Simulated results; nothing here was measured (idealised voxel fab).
Process module name: voxel transistor to metal
The cross-section on display is named cut; it measures 260 nm wide, and its cells are 5 nm squares.
In this document a cross-section is written as a grid of square cells. It is given as a series of bands, listed from the top down, and a band is one or more rows of cells. A band entry consists of two parts. The first gives the height of the band's top and the height of its bottom, in nm. The rest lists the band's materials from left to right, each with its width in nm. A single material labelled with the word "edge to edge" fills the band from edge to edge, and the word "air" marks empty space. It should be noted that heights are counted from 0, beneath which the wafer as supplied is of one material throughout, and that the lowest band possesses no lower boundary but continues downward, as written in "0..down". Graded width ("30..40"): value in top row of band = first number; value in bottom row = second number; row-to-row change constant. For the purposes of this document, the phrase "changes: none" attached to a step denotes that no cell within the cross-section was modified by that step. For the entry "Closed internal voids", the listed items are empty spaces with no open way to the top whose size is 8 cells or more; each item follows the pattern width x height at distance, where distance is from the left edge and all three are in nm. The remark found on a step's line after its settings is issued by the simulator itself and pertains to that step. On any step carrying a mask, the "overlay nm" setting, if present on the step's line, tells how far right of its planned place the mask lay; negative values point to the left.

# Process steps foreseen in the plan
| 1 | RECEIVE with material Si |
| 2 | CONFORMAL_DEP with material SiO2, thk nm 5 |
| 3 | CONFORMAL_DEP with material SiN, thk nm 15 |
| 4 | DIRECTIONAL_DEP with material aC, thk nm 15 |
| 5 | PATTERN with tone cover, mask id ACTIVE, material resist, width nm 105, pitch nm 125, thk nm 35, overlay nm 0 |
| 6 | DIRECTIONAL_ETCH with etch materials aC, depth nm 15 |
| 7 | STRIP with etch materials resist |
| 8 | DIRECTIONAL_ETCH with etch materials SiN, depth nm 15 |
| 9 | DIRECTIONAL_ETCH with etch materials SiO2, depth nm 5 |
| 10 | DIRECTIONAL_ETCH with etch materials Si, depth nm 30 |
| 11 | STRIP with etch materials aC |
| 12 | FILL_DEP with material SiO2, thk nm 10 |
| 13 | CMP with height nm 20 |
| 14 | SELECTIVE_ETCH with etch materials SiO2, depth nm 5 |
| 15 | STRIP with etch materials SiN |
| 16 | SELECTIVE_ETCH with etch materials SiO2, depth nm 5 |
| 17 | OXIDIZE with depth nm 5 |
| 18 | DIRECTIONAL_DEP with material polySi, thk nm 25 |
| 19 | DIRECTIONAL_DEP with material SiCN, thk nm 10 |
| 20 | MASKED_ETCH with tone cover, mask id GATE, width nm 15, pitch nm 125, etch materials SiCN, depth nm 20, overlay nm 0 |
| 21 | MASKED_ETCH with tone cover, mask id GATE, width nm 15, pitch nm 125, etch materials polySi, depth nm 35, overlay nm 0 |
| 22 | CONFORMAL_DEP with material SiN, thk nm 5 |
| 23 | DIRECTIONAL_ETCH with etch materials SiN, depth nm 5 |
| 24 | DIRECTIONAL_ETCH with etch materials SiO2, depth nm 5 |
| 25 | EPI with material nSi, thk nm 5 |
| 26 | FILL_DEP with material SiO2, thk nm 10 |
| 27 | CMP with height nm 35 |
| 28 | DIRECTIONAL_DEP with material SiO2, thk nm 10 |
| 29 | DIRECTIONAL_DEP with material aC, thk nm 10 |
| 30 | PATTERN with tone open, mask id CONTACT, material resist, width nm 20, thk nm 25, overlay nm 0 |
| 31 | DIRECTIONAL_ETCH with etch materials aC, depth nm 10 |
| 32 | STRIP with etch materials resist |
| 33 | DIRECTIONAL_ETCH with etch materials SiO2, depth nm 45 |
| 34 | STRIP with etch materials aC |
| 35 | CONFORMAL_DEP with material TiN, thk nm 5 |
| 36 | FILL_DEP with material W, thk nm 10 |
| 37 | CMP with height nm 45 |
| 38 | DIRECTIONAL_DEP with material TiN, thk nm 5 |
| 39 | DIRECTIONAL_DEP with material W, thk nm 20 |
| 40 | MASKED_ETCH with tone cover, mask id METAL_1, width nm 20, etch materials W, depth nm 20, overlay nm 0 |
| 41 | MASKED_ETCH with tone cover, mask id METAL_1, width nm 20, etch materials TiN, depth nm 5, overlay nm 0 |
| 42 | FILL_DEP with material lowk, thk nm 5 |
| 43 | CMP with height nm 70 |
| 44 | CONFORMAL_DEP with material SiCN, thk nm 5 |
| 45 | DIRECTIONAL_DEP with material SiO2, thk nm 25 |
| 46 | PATTERN with tone open, mask id METAL_2, material resist, width nm 20, pitch nm 125, thk nm 15, overlay nm 0 |
| 47 | DIRECTIONAL_ETCH with etch materials SiO2, depth nm 15 |
| 48 | STRIP with etch materials resist |
| 49 | PATTERN with tone open, mask id METAL_2_HOLES, material resist, width nm 15, pitch nm 125, thk nm 20, overlay nm 0 |
| 50 | DIRECTIONAL_ETCH with etch materials SiO2, depth nm 10 |
| 51 | DIRECTIONAL_ETCH with etch materials SiCN, depth nm 5 |
| 52 | STRIP with etch materials resist |
| 53 | CONFORMAL_DEP with material TiN, thk nm 5 |
| 54 | FILL_DEP with material Ru, thk nm 10 |
| 55 | CMP with height nm 100 |
| 56 | CONFORMAL_DEP with material SiN, thk nm 5 |

# As-received state of the wafer in cross-section, equivalent to post-step 1
0..down = Si edge to edge
Closed internal voids: none

# Wafer cross-section at end of module: start and plan as shown above, one execution error
105..100 = SiN edge to edge
100..90 = 20 nm SiO2; 5 nm TiN; 10 nm Ru; 5 nm TiN; 105 nm SiO2; 5 nm TiN; 10 nm Ru; 5 nm TiN; 95 nm SiO2
90..85 = 20 nm SiO2; 5 nm TiN; 5 nm Ru; 10 nm TiN; 105 nm SiO2; 5 nm TiN; 5 nm Ru; 10 nm TiN; 95 nm SiO2
85..75 = 20 nm SiO2; 5 nm TiN; 5 nm Ru; 5 nm TiN; 110 nm SiO2; 5 nm TiN; 5 nm Ru; 5 nm TiN; 100 nm SiO2
75..70 = 20 nm SiCN; 15 nm TiN; 110 nm SiCN; 15 nm TiN; 100 nm SiCN
70..50 = 20 nm aC; 20 nm W; 55 nm aC; 20 nm W; 30 nm aC; 20 nm W; 55 nm aC; 20 nm W; 20 nm aC
50..45 = 20 nm aC; 20 nm TiN; 55 nm aC; 20 nm TiN; 30 nm aC; 20 nm TiN; 55 nm aC; 20 nm TiN; 20 nm aC
45..35 = 20 nm SiO2; 5 nm TiN; 10 nm W; 5 nm TiN; 55 nm SiO2; 5 nm TiN; 10 nm W; 5 nm TiN; 30 nm SiO2; 5 nm TiN; 10 nm W; 5 nm TiN; 55 nm SiO2; 5 nm TiN; 10 nm W; 5 nm TiN; 20 nm SiO2
35..25 = 20 nm SiO2; 5 nm TiN; 10 nm W; 5 nm TiN; 15 nm SiO2; 5 nm SiN; 15 nm SiCN; 5 nm SiN; 15 nm SiO2; 5 nm TiN; 10 nm W; 5 nm TiN; 30 nm SiO2; 5 nm TiN; 10 nm W; 5 nm TiN; 15 nm SiO2; 5 nm SiN; 15 nm SiCN; 5 nm SiN; 15 nm SiO2; 5 nm TiN; 10 nm W; 5 nm TiN; 20 nm SiO2
25..10 = 20 nm SiO2; 5 nm TiN; 10 nm W; 5 nm TiN; 15 nm SiO2; 5 nm SiN; 15 nm polySi; 5 nm SiN; 15 nm SiO2; 5 nm TiN; 10 nm W; 5 nm TiN; 30 nm SiO2; 5 nm TiN; 10 nm W; 5 nm TiN; 15 nm SiO2; 5 nm SiN; 15 nm polySi; 5 nm SiN; 15 nm SiO2; 5 nm TiN; 10 nm W; 5 nm TiN; 20 nm SiO2
10..5 = 10 nm SiO2; 5 nm SiN; 5 nm SiO2; 5 nm TiN; 10 nm W; 5 nm TiN; 15 nm SiO2; 5 nm SiN; 15 nm polySi; 5 nm SiN; 15 nm SiO2; 5 nm TiN; 10 nm W; 5 nm TiN; 5 nm SiO2; 5 nm SiN; 10 nm SiO2; 5 nm SiN; 5 nm SiO2; 5 nm TiN; 10 nm W; 5 nm TiN; 15 nm SiO2; 5 nm SiN; 15 nm polySi; 5 nm SiN; 15 nm SiO2; 5 nm TiN; 10 nm W; 5 nm TiN; 5 nm SiO2; 5 nm SiN; 10 nm SiO2
5..0 = 10 nm SiO2; 5 nm SiN; 5 nm SiO2; 20 nm TiN; 15 nm SiO2; 5 nm SiN; 15 nm polySi; 5 nm SiN; 15 nm SiO2; 20 nm TiN; 5 nm SiO2; 5 nm SiN; 10 nm SiO2; 5 nm SiN; 5 nm SiO2; 20 nm TiN; 15 nm SiO2; 5 nm SiN; 15 nm polySi; 5 nm SiN; 15 nm SiO2; 20 nm TiN; 5 nm SiO2; 5 nm SiN; 10 nm SiO2
0..-5 = 15 nm SiO2; 40 nm nSi; 25 nm SiO2; 40 nm nSi; 20 nm SiO2; 40 nm nSi; 25 nm SiO2; 40 nm nSi; 15 nm SiO2
-5..-30 = 15 nm SiO2; 105 nm Si; 20 nm SiO2; 105 nm Si; 15 nm SiO2
-30..down = Si edge to edge
Closed internal voids: none
It is concluded that the wafer was processed incorrectly with respect to the plan, in that rather than as planned, step 42 actually ran as FILL_DEP with material aC, thk nm 5
